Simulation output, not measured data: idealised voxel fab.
Process module name: voxel transistor to metal
Square cell edge 5 nm, section width 200 nm, ID cut.
The cross-sections in this document take the form of a grid made of square cells. They are written out as bands, in order from top to bottom. Each band consists of one or more rows of cells. It is stipulated that each band's entry specify, in nanometres, the height of the top of the band and then that of its bottom, followed by the materials of the band in left-to-right sequence, each together with its width in nanometres. A single material marked by the word "throughout" is understood to fill the band from edge to edge; the word "air" is understood to denote empty space. Heights from 0 (as-received wafer is one material below). Bottom band endless downward, as "0 -> down". A two-number width, for instance "30->40", indicates that the width is equal to the first number in the top row of the band and to the second number in the bottom row, and that it changes by a constant amount per row of cells. Reading "no change occurred" for a step: not a cell of the cross-section changed in it. Look at "Sealed void list" for the closed voids: empty spaces with no open path to the top, sized 8 cells or up. Each is width x height at distance, distance from the left edge, all nm. Past the settings on a step's line: simulator remark, on that step. overlay nm: mask right of planned place by this much (step with mask). Neg. = left.

### Process steps foreseen in the plan
1 op RECEIVE | material Si
2 op CONFORMAL_DEP | material SiO2 | thk nm 5
3 op CONFORMAL_DEP | material SiN | thk nm 15
4 op PATTERN | tone cover | mask id ACTIVE | material resist | width nm 100 | thk nm 15 | overlay nm 0
5 op DIRECTIONAL_ETCH | etch materials SiN | depth nm 15
6 op DIRECTIONAL_ETCH | etch materials SiO2 | depth nm 5
7 op DIRECTIONAL_ETCH | etch materials Si | depth nm 30
8 op STRIP | etch materials resist
9 op OXIDIZE | depth nm 5
10 op FILL_DEP | material SiO2 | thk nm 5
11 op CMP | height nm 20
12 op SELECTIVE_ETCH | etch materials SiO2 | depth nm 15
13 op STRIP | etch materials SiN
14 op SELECTIVE_ETCH | etch materials SiO2 | depth nm 5
15 op OXIDIZE | depth nm 5
16 op DIRECTIONAL_DEP | material polySi | thk nm 20
17 op DIRECTIONAL_DEP | material SiCN | thk nm 15
18 op PATTERN | tone cover | mask id GATE | material resist | width nm 20 | thk nm 20 | overlay nm 0
19 op DIRECTIONAL_ETCH | etch materials SiCN | depth nm 25
20 op DIRECTIONAL_ETCH | etch materials polySi | depth nm 30
21 op STRIP | etch materials resist
22 op CONFORMAL_DEP | material SiO2 | thk nm 5
23 op DIRECTIONAL_ETCH | etch materials SiO2 | depth nm 5
24 op CONFORMAL_DEP | material SiN | thk nm 5
25 op DIRECTIONAL_ETCH | etch materials SiN | depth nm 5
26 op DIRECTIONAL_ETCH | etch materials SiO2 | depth nm 5
27 op DIRECTIONAL_ETCH | etch materials Si | depth nm 10
28 op EPI | material pSi | thk nm 15
29 op FILL_DEP | material SiO2 | thk nm 5
30 op CMP | height nm 35
31 op DIRECTIONAL_DEP | material SiO2 | thk nm 10
32 op DIRECTIONAL_DEP | material aC | thk nm 15
33 op PATTERN | tone open | mask id CONTACT | material resist | width nm 30 | pitch nm 60 | thk nm 30 | overlay nm 0
34 op DIRECTIONAL_ETCH | etch materials aC | depth nm 15
35 op STRIP | etch materials resist
36 op DIRECTIONAL_ETCH | etch materials SiO2 | depth nm 45
37 op STRIP | etch materials aC
38 op CONFORMAL_DEP | material TiN | thk nm 5
39 op FILL_DEP | material Ru | thk nm 10
40 op CMP | height nm 45
41 op DIRECTIONAL_DEP | material TiN | thk nm 5
42 op DIRECTIONAL_DEP | material W | thk nm 15
43 op PATTERN | tone cover | mask id METAL_1 | material resist | width nm 20 | pitch nm 70 | thk nm 15 | overlay nm 0
44 op DIRECTIONAL_ETCH | etch materials W | depth nm 15
45 op DIRECTIONAL_ETCH | etch materials TiN | depth nm 5
46 op STRIP | etch materials resist
47 op FILL_DEP | material lowk | thk nm 5
48 op CMP | height nm 65
49 op CONFORMAL_DEP | material SiCN | thk nm 5
50 op DIRECTIONAL_DEP | material lowk | thk nm 30
51 op MASKED_ETCH | tone open | mask id METAL_2_HOLES | width nm 15 | pitch nm 70 | etch materials lowk | depth nm 30 | overlay nm 0
52 op MASKED_ETCH | tone open | mask id METAL_2 | width nm 20 | pitch nm 70 | etch materials lowk | depth nm 20 | overlay nm 0
53 op MASKED_ETCH | tone open | mask id METAL_2 | width nm 20 | pitch nm 70 | etch materials SiCN | depth nm 5 | overlay nm 0
54 op CONFORMAL_DEP | material TiN | thk nm 5
55 op FILL_DEP | material Ru | thk nm 5
56 op CMP | height nm 100
57 op CONFORMAL_DEP | material SiN | thk nm 5

### Received-state cross-section, reflecting completion of step 1
- 0 -> down | Si throughout
- Sealed void list: none

### Starting structure and process plan are as shown above, but one mistake was made in running the module; the wafer cross-section at the end of the module follows
- 105 -> 100 | SiN throughout
- 100 -> 85 | 55 of lowk | 5 of TiN | 10 of Ru | 5 of TiN | 50 of lowk | 5 of TiN | 10 of Ru | 5 of TiN | 55 of lowk
- 85 -> 80 | 55 of lowk | 5 of TiN | 5 of Ru | 10 of TiN | 50 of lowk | 5 of TiN | 5 of Ru | 10 of TiN | 55 of lowk
- 80 -> 70 | 55 of lowk | 5 of TiN | 5 of Ru | 5 of TiN | 55 of lowk | 5 of TiN | 5 of Ru | 5 of TiN | 60 of lowk
- 70 -> 65 | 55 of SiCN | 15 of TiN | 55 of SiCN | 15 of TiN | 60 of SiCN
- 65 -> 50 | 55 of lowk | 20 of W | 50 of lowk | 20 of W | 55 of lowk
- 50 -> 45 | 55 of lowk | 20 of TiN | 50 of lowk | 20 of TiN | 55 of lowk
- 45 -> 40 | 55 of SiO2 | 5 of TiN | 20 of Ru | 5 of TiN | 30 of SiO2 | 5 of TiN | 20 of Ru | 5 of TiN | 55 of SiO2
- 40 -> 35 | 55 of SiO2 | 30 of TiN | 30 of SiO2 | 30 of TiN | 55 of SiO2
- 35 -> 20 | 90 of SiCN | 5 of SiO2 | 10 of SiN | 5 of SiO2 | 90 of SiCN
- 20 -> 0 | 90 of polySi | 5 of SiO2 | 10 of SiN | 5 of SiO2 | 90 of polySi
- 0 -> -5 | SiO2 throughout
- -5 -> -35 | 55 of SiO2 | 90 of Si | 55 of SiO2
- -35 -> down | Si throughout
- Sealed void list: none
what went wrong: planned and actual differ for step 18; actual: op PATTERN | tone open | mask id GATE | material resist | width nm 20 | thk nm 20 | overlay nm 0
